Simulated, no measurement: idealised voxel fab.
The following is a process module called voxel self aligned vias.
The figure presents cross-section cut, which has a width of 225 nm and is divided into square cells with an edge length of 5 nm.
Cross-section = grid of square cells, listed top down in bands; band = one or more rows.
The band entry comprises the height of the band's top followed by the height of its bottom, expressed in nm, and subsequently the band's materials from left to right, each stated together with its width in nm. Where a single material is marked with the word "everywhere", that material fills the band from edge to edge. The word "empty" represents empty space.
Heights are expressed relative to 0, this being the level below which the as-received wafer comprises one material exclusively. The lowest band is unbounded in the downward direction and is denoted as in "0 nm and below".
The expression "30 to 40" gives the width at the extremes of the band, the first number at its top row of cells and the second at its bottom row, with the width changing by equal amounts from each row to the next in between.
No cell of the cross-section changed in a step that is given as "left unchanged".
Basically, "Entrapped voids" tells you about the enclosed voids: empty spaces with no open way to the top, 8 cells or bigger, each written width x height at distance, where distance is from the left edge, all in nm.
On each step's line, the part that comes after the settings is the simulator's own comment on the step.
If you see "overlay nm" on a step's line and that step has a mask, it's telling you how far right of where it was planned the mask ended up; a negative number means it went left instead.

INTENDED PROCESS STEPS
step 1: RECEIVE (material Si)
step 2: CONFORMAL_DEP (material SiO2; thk nm 15)
step 3: CONFORMAL_DEP (material SiCN; thk nm 5)
step 4: DIRECTIONAL_DEP (material SiO2; thk nm 30)
step 5: DIRECTIONAL_DEP (material aC; thk nm 15)
step 6: PATTERN (tone open; mask id LINES; material resist; width nm 20; pitch nm 55; thk nm 30; overlay nm 0)
step 7: DIRECTIONAL_ETCH (etch materials aC; depth nm 15)
step 8: STRIP (etch materials resist)
step 9: DIRECTIONAL_ETCH (etch materials SiO2; depth nm 30)
step 10: STRIP (etch materials aC)
step 11: CONFORMAL_DEP (material TiN; thk nm 5)
step 12: FILL_DEP (material Ru; thk nm 5)
step 13: CMP (height nm 50)
step 14: SELECTIVE_ETCH (etch materials W Ru TiN; depth nm 5)
step 15: FILL_DEP (material SiN; thk nm 10)
step 16: CMP (height nm 50)
step 17: DIRECTIONAL_DEP (material SiO2; thk nm 15)
step 18: PATTERN (tone open; mask id VIAS; material resist; width nm 40; pitch nm 55; thk nm 15; overlay nm 0)
step 19: DIRECTIONAL_ETCH (etch materials SiO2; depth nm 15)
step 20: DIRECTIONAL_ETCH (etch materials SiN; depth nm 5)
step 21: STRIP (etch materials resist)
step 22: CONFORMAL_DEP (material TiN; thk nm 5)
step 23: FILL_DEP (material Cu; thk nm 5)
step 24: CMP (height nm 65)
step 25: CONFORMAL_DEP (material SiN; thk nm 5)

CROSS-SECTION OF THE WAFER AT RECEIPT, WHICH IS THE CONDITION AFTER STEP 1
0 nm and below  Si everywhere
Entrapped voids: none

CROSS-SECTION, FIRST OF TWO WAFERS, END OF MODULE, RUN AS PLANNED
70 nm to 65 nm  SiN everywhere
65 nm to 55 nm  SiO2: 65 | TiN: 5 | Cu: 30 | TiN: 5 | SiO2: 15 | TiN: 5 | Cu: 30 | TiN: 5 | SiO2: 65
55 nm to 50 nm  SiO2: 65 | TiN: 15 | Cu: 10 | TiN: 15 | SiO2: 15 | TiN: 15 | Cu: 10 | TiN: 15 | SiO2: 65
50 nm to 45 nm  SiO2: 75 | TiN: 20 | SiO2: 35 | TiN: 20 | SiO2: 75
45 nm to 25 nm  SiO2: 75 | TiN: 5 | Ru: 10 | TiN: 5 | SiO2: 35 | TiN: 5 | Ru: 10 | TiN: 5 | SiO2: 75
25 nm to 20 nm  SiO2: 75 | TiN: 20 | SiO2: 35 | TiN: 20 | SiO2: 75
20 nm to 15 nm  SiCN everywhere
15 nm to 0 nm  SiO2 everywhere
0 nm and below  Si everywhere
Entrapped voids: none

SECOND OF TWO WAFERS, MODULE COMPLETE, SECTIONED: IT SHARES THE FIRST WAFER'S START AND PLAN BUT WAS RUN WITH ONE MISTAKE
70 nm to 65 nm  SiN everywhere
65 nm to 55 nm  SiO2: 65 | TiN: 5 | Cu: 30 | TiN: 5 | SiO2: 15 | TiN: 5 | Cu: 30 | TiN: 5 | SiO2: 65
55 nm to 50 nm  SiN: 65 | TiN: 40 | SiN: 15 | TiN: 40 | SiN: 65
50 nm to 45 nm  SiO2: 75 | SiN: 20 | SiO2: 35 | SiN: 20 | SiO2: 75
45 nm to 25 nm  SiO2: 75 | TiN: 5 | Ru: 10 | TiN: 5 | SiO2: 35 | TiN: 5 | Ru: 10 | TiN: 5 | SiO2: 75
25 nm to 20 nm  SiO2: 75 | TiN: 20 | SiO2: 35 | TiN: 20 | SiO2: 75
20 nm to 15 nm  SiCN everywhere
15 nm to 0 nm  SiO2 everywhere
0 nm and below  Si everywhere
Entrapped voids: none
What was the processing mistake? in deviation from the planned setting, step 16 was conducted as CMP (height nm 55)
FYI, end of process, the second wafer has more or fewer cells of some materials than the first: 4 fewer of Cu | 37 more of SiN | 29 fewer of SiO2 | 4 fewer of TiN
